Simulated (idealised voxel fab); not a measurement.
The document below concerns the process module designated voxel capacitor over wiring.
Cross-section cut spans 245 nm and uses square cells 5 nm in size.
Cross-section format: a grid of square cells, given as bands from top to bottom; each band is one or more rows of cells. Band: top and bottom heights (nm) first, top before bottom; then materials from left to right, widths in nm. "throughout" marks a sole material filling the band edge to edge. "air" denotes empty space. The reference from which all heights are counted is 0, the level beneath which the as-received wafer is entirely one material; the lowest band, having no lower bound, proceeds downward and is written after the example "0 -> down". Read "30->40" as a graded width: first number on top, second number at the bottom, same change between each pair of neighbouring rows. Key: "identical to before" - step with no changed cell in the cross-section. You'll see "Sealed-off cavities" listing empty spaces that have no way open to the top, as long as they're 8 cells or more; the notation is width x height at distance, where the distance is from the left edge, and all of it is in nm. Heads up: the bit after the settings on a step's line is the simulator's remark on that step. If you see "overlay nm" on a step's line and that step has a mask, it's telling you how far right of where it was planned the mask ended up; a negative number means it went left instead.
PROCESS STEPS (PLANNED)
- 1: RECEIVE (material Si)
- 2: CONFORMAL_DEP (material SiO2; thk nm 10)
- 3: CONFORMAL_DEP (material SiN; thk nm 5)
- 4: DIRECTIONAL_DEP (material SiO2; thk nm 15)
- 5: DIRECTIONAL_DEP (material aC; thk nm 15)
- 6: PATTERN (tone open; mask id METAL_1; material resist; width nm 25; pitch nm 75; thk nm 30; overlay nm 0)
- 7: DIRECTIONAL_ETCH (etch materials aC; depth nm 15)
- 8: STRIP (etch materials resist)
- 9: DIRECTIONAL_ETCH (etch materials SiO2; depth nm 15)
- 10: DIRECTIONAL_ETCH (etch materials SiN; depth nm 5)
- 11: STRIP (etch materials aC)
- 12: CONFORMAL_DEP (material TiN; thk nm 5)
- 13: FILL_DEP (material Cu; thk nm 5)
- 14: CMP (height nm 30)
- 15: CONFORMAL_DEP (material SiCN; thk nm 5)
- 16: DIRECTIONAL_DEP (material lowk; thk nm 15)
- 17: PATTERN (tone open; mask id PLUG_1; material resist; width nm 15; thk nm 20; overlay nm 0)
- 18: DIRECTIONAL_ETCH (etch materials lowk; depth nm 15)
- 19: DIRECTIONAL_ETCH (etch materials SiCN; depth nm 5)
- 20: STRIP (etch materials resist)
- 21: CONFORMAL_DEP (material TiN; thk nm 5)
- 22: FILL_DEP (material Ru; thk nm 10)
- 23: CMP (height nm 50)
- 24: DIRECTIONAL_DEP (material TiN; thk nm 10)
- 25: DIRECTIONAL_DEP (material HfO2; thk nm 5)
- 26: DIRECTIONAL_DEP (material TiN; thk nm 10)
- 27: MASKED_ETCH (tone cover; mask id UPPER_PLATE; width nm 55; etch materials TiN; depth nm 10; overlay nm 0)
- 28: MASKED_ETCH (tone cover; mask id UPPER_PLATE; width nm 55; etch materials HfO2; depth nm 5; overlay nm 0)
- 29: PATTERN (tone cover; mask id LOWER_PLATE; material resist; width nm 65; thk nm 20; overlay nm 0)
- 30: DIRECTIONAL_ETCH (etch materials TiN; depth nm 10)
- 31: STRIP (etch materials resist)
- 32: FILL_DEP (material SiO2; thk nm 15)
- 33: CMP (height nm 85)
- 34: DIRECTIONAL_DEP (material aC; thk nm 10)
- 35: PATTERN (tone open; mask id PLUG_2; material resist; width nm 15; thk nm 30; overlay nm 0)
- 36: DIRECTIONAL_ETCH (etch materials aC; depth nm 10)
- 37: STRIP (etch materials resist)
- 38: DIRECTIONAL_ETCH (etch materials SiO2; depth nm 10)
- 39: STRIP (etch materials aC)
- 40: CONFORMAL_DEP (material TiN; thk nm 5)
- 41: FILL_DEP (material Ru; thk nm 10)
- 42: CMP (height nm 85)
- 43: CONFORMAL_DEP (material SiN; thk nm 5)
AS RECEIVED, AFTER STEP 1
> 0 -> down: Si throughout
> Sealed-off cavities: none
CROSS-SECTION, FIRST OF TWO WAFERS, END OF MODULE, RUN AS PLANNED
> 90 -> 85: SiN throughout
> 85 -> 80: SiO2: 90 | TiN: 5 | Ru: 5 | TiN: 5 | SiO2: 140
> 80 -> 75: SiO2: 90 | TiN: 15 | SiO2: 140
> 75 -> 65: SiO2: 80 | TiN: 55 | SiO2: 110
> 65 -> 60: SiO2: 80 | HfO2: 55 | SiO2: 110
> 60 -> 50: SiO2: 75 | TiN: 65 | SiO2: 105
> 50 -> 35: lowk: 80 | TiN: 5 | Ru: 5 | TiN: 5 | lowk: 150
> 35 -> 30: SiCN: 80 | TiN: 15 | SiCN: 150
> 30 -> 15: SiO2: 70 | TiN: 5 | Cu: 15 | TiN: 5 | SiO2: 50 | TiN: 5 | Cu: 15 | TiN: 5 | SiO2: 75
> 15 -> 10: SiN: 70 | TiN: 25 | SiN: 50 | TiN: 25 | SiN: 75
> 10 -> 0: SiO2 throughout
> 0 -> down: Si throughout
> Sealed-off cavities: none
CROSS-SECTIONAL IMAGE OF THE SECOND WAFER OF THE TWO FOLLOWING COMPLETION OF THE MODULE. STARTING STATE AND PROCESS PLAN WERE THE SAME AS FOR THE FIRST WAFER; ONE EXECUTION ERROR OCCURRED
> 90 -> 85: SiN throughout
> 85 -> 80: SiO2: 80 | TiN: 55 | SiO2: 110
> 80 -> 75: SiO2: 80 | HfO2: 55 | SiO2: 110
> 75 -> 65: SiO2: 75 | TiN: 65 | SiO2: 105
> 65 -> 55: Ru throughout
> 55 -> 50: TiN: 85 | Ru: 5 | TiN: 155
> 50 -> 35: lowk: 80 | TiN: 5 | Ru: 5 | TiN: 5 | lowk: 150
> 35 -> 30: SiCN: 80 | TiN: 15 | SiCN: 150
> 30 -> 15: SiO2: 70 | TiN: 5 | Cu: 15 | TiN: 5 | SiO2: 50 | TiN: 5 | Cu: 15 | TiN: 5 | SiO2: 75
> 15 -> 10: SiN: 70 | TiN: 25 | SiN: 50 | TiN: 25 | SiN: 75
> 10 -> 0: SiO2 throughout
> 0 -> down: Si throughout
> Sealed-off cavities: none
So what did we get wrong on this run? step 23 from the plan never happened, it was just skipped
Once processing is complete, comparing cell counts shows that the second wafer has more or fewer of certain materials than the first: Ru: 98 more | SiO2: 130 fewer | TiN: 32 more
